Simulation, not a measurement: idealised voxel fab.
Process module, titled voxel transistor to metal
Xsec cut, 215 nm wide, square cell size 5 nm.
Throughout this document, each cross-section is represented as a grid of square cells and is presented as a sequence of bands enumerated from the top downward, where a band comprises one or more rows of cells.
For a band, the entry starts with two heights in nm, that of the top and then that of the bottom, and carries on with the band's materials in order from left to right, each alongside its width in nm; the word "all across" beside a single material means it fills the band edge to edge, and "empty" means empty space.
Counting heights begins at 0, where everything beneath is, in the wafer as received, one material. The lowest band has no bottom; it goes on downwards, as "0 down" shows.
Graded width ("30..40"): value in top row of band = first number; value in bottom row = second number; row-to-row change constant.
The cross-section has no changed cell in any step marked "no modification".
"Trapped void list" lists enclosed empty spaces (at least 8 cells, no open path upward to the top), each as width x height at distance from the left edge, in nm.
Anything after a step's settings on that line? It's the simulator's own note about the step.
Regarding "overlay nm": on a step with a mask, it is the distance the mask lay to the right of its planned place; a negative value places it to the left.
LISTED BELOW ARE THE PROCESS STEPS AS PLANNED
step 1: RECEIVE with material Si
step 2: OXIDIZE with depth nm 5
step 3: CONFORMAL_DEP with material SiN, thk nm 10
step 4: DIRECTIONAL_DEP with material aC, thk nm 15
step 5: PATTERN with tone cover, mask id ACTIVE, material resist, width nm 115, thk nm 30, overlay nm 0
step 6: DIRECTIONAL_ETCH with etch materials aC, depth nm 15
step 7: STRIP with etch materials resist
step 8: DIRECTIONAL_ETCH with etch materials SiN, depth nm 10
step 9: DIRECTIONAL_ETCH with etch materials SiO2, depth nm 5
step 10: DIRECTIONAL_ETCH with etch materials Si, depth nm 25
step 11: STRIP with etch materials aC
step 12: FILL_DEP with material SiO2, thk nm 10
step 13: CMP with height nm 10
step 14: SELECTIVE_ETCH with etch materials SiO2, depth nm 10
step 15: STRIP with etch materials SiN
step 16: SELECTIVE_ETCH with etch materials SiO2, depth nm 5
step 17: OXIDIZE with depth nm 5
step 18: DIRECTIONAL_DEP with material polySi, thk nm 25
step 19: DIRECTIONAL_DEP with material SiCN, thk nm 15
step 20: PATTERN with tone cover, mask id GATE, material resist, width nm 35, thk nm 15, overlay nm 0
step 21: DIRECTIONAL_ETCH with etch materials SiCN, depth nm 25
step 22: DIRECTIONAL_ETCH with etch materials polySi, depth nm 35
step 23: STRIP with etch materials resist
step 24: CONFORMAL_DEP with material SiO2, thk nm 5
step 25: DIRECTIONAL_ETCH with etch materials SiO2, depth nm 5
step 26: CONFORMAL_DEP with material SiN, thk nm 5
step 27: DIRECTIONAL_ETCH with etch materials SiN, depth nm 5
step 28: DIRECTIONAL_ETCH with etch materials SiO2, depth nm 5
step 29: EPI with material pSi, thk nm 5
step 30: FILL_DEP with material SiO2, thk nm 10
step 31: CMP with height nm 20
step 32: STRIP with etch materials polySi
step 33: SELECTIVE_ETCH with etch materials SiO2, depth nm 5
step 34: CONFORMAL_DEP with material HfO2, thk nm 5
step 35: CONFORMAL_DEP with material TiN, thk nm 5
step 36: FILL_DEP with material W, thk nm 10
step 37: CMP with height nm 15
step 38: DIRECTIONAL_DEP with material SiO2, thk nm 15
step 39: MASKED_ETCH with tone open, mask id CONTACT, width nm 15, pitch nm 80, etch materials SiO2, depth nm 35, overlay nm 0
step 40: CONFORMAL_DEP with material TiN, thk nm 5
step 41: FILL_DEP with material W, thk nm 5
step 42: CMP with height nm 30
step 43: CONFORMAL_DEP with material SiCN, thk nm 5
step 44: DIRECTIONAL_DEP with material SiO2, thk nm 20
step 45: PATTERN with tone open, mask id METAL_1, material resist, width nm 15, pitch nm 80, thk nm 15, overlay nm 0
step 46: DIRECTIONAL_ETCH with etch materials SiO2, depth nm 20
step 47: DIRECTIONAL_ETCH with etch materials SiCN, depth nm 5
step 48: STRIP with etch materials resist
step 49: CONFORMAL_DEP with material TiN, thk nm 5
step 50: FILL_DEP with material Cu, thk nm 10
step 51: CMP with height nm 55
step 52: EPI with material Ru, thk nm 5
step 53: FILL_DEP with material SiCN, thk nm 5
WAFER CROSS-SECTION ON RECEIPT, I.E. AFTER STEP 1
* 0 down | Si all across
* Trapped void list: none
SECTIONED VIEW, FIRST OF TWO WAFERS, AT THE CLOSE OF THE MODULE, PROCESSED AS INTENDED IN THE PLAN
* 65 to 60 | SiCN all across
* 60 to 55 | SiCN: 55, Ru: 25, SiCN: 55, Ru: 25, SiCN: 55
* 55 to 35 | SiO2: 60, TiN: 5, Cu: 5, TiN: 5, SiO2: 65, TiN: 5, Cu: 5, TiN: 5, SiO2: 60
* 35 to 30 | SiCN: 60, TiN: 15, SiCN: 65, TiN: 15, SiCN: 60
* 30 to 15 | SiO2: 60, TiN: 5, W: 5, TiN: 5, SiO2: 65, TiN: 5, W: 5, TiN: 5, SiO2: 60
* 15 to 0 | SiO2: 60, TiN: 5, W: 5, TiN: 5, SiO2: 5, SiN: 5, HfO2: 5, TiN: 5, W: 25, TiN: 5, HfO2: 5, SiN: 5, SiO2: 5, TiN: 5, W: 5, TiN: 5, SiO2: 60
* 0 to -5 | SiO2: 60, TiN: 15, SiO2: 5, SiN: 5, HfO2: 5, TiN: 35, HfO2: 5, SiN: 5, SiO2: 5, TiN: 15, SiO2: 60
* -5 to -10 | SiO2: 45, pSi: 35, SiO2: 5, HfO2: 45, SiO2: 5, pSi: 35, SiO2: 45
* -10 to -30 | SiO2: 50, Si: 115, SiO2: 50
* -30 down | Si all across
* Trapped void list: none
CROSS-SECTION OF THE LATTER OF THE TWO WAFERS AT MODULE COMPLETION. IT HAD AN IDENTICAL START AND AN IDENTICAL PLAN TO THE FORMER; IN RUNNING IT, ONE MISTAKE WAS MADE
* 65 to 60 | SiCN all across
* 60 to 55 | SiCN: 60, Ru: 25, SiCN: 55, Ru: 25, SiCN: 50
* 55 to 35 | SiO2: 65, TiN: 5, Cu: 5, TiN: 5, SiO2: 65, TiN: 5, Cu: 5, TiN: 5, SiO2: 55
* 35 to 30 | SiCN: 65, TiN: 15, SiCN: 65, TiN: 15, SiCN: 55
* 30 to 15 | SiO2: 60, TiN: 5, W: 5, TiN: 5, SiO2: 65, TiN: 5, W: 5, TiN: 5, SiO2: 60
* 15 to 0 | SiO2: 60, TiN: 5, W: 5, TiN: 5, SiO2: 5, SiN: 5, HfO2: 5, TiN: 5, W: 25, TiN: 5, HfO2: 5, SiN: 5, SiO2: 5, TiN: 5, W: 5, TiN: 5, SiO2: 60
* 0 to -5 | SiO2: 60, TiN: 15, SiO2: 5, SiN: 5, HfO2: 5, TiN: 35, HfO2: 5, SiN: 5, SiO2: 5, TiN: 15, SiO2: 60
* -5 to -10 | SiO2: 45, pSi: 35, SiO2: 5, HfO2: 45, SiO2: 5, pSi: 35, SiO2: 45
* -10 to -30 | SiO2: 50, Si: 115, SiO2: 50
* -30 down | Si all across
* Trapped void list: none
Deviation from plan: note that step 45 departed from the planned setting and was carried out as PATTERN with tone open, mask id METAL_1, material resist, width nm 15, pitch nm 80, thk nm 15, overlay nm 5
When the process is done, the second wafer contains the same cell count of every material as the first wafer, but distributed over other locations.
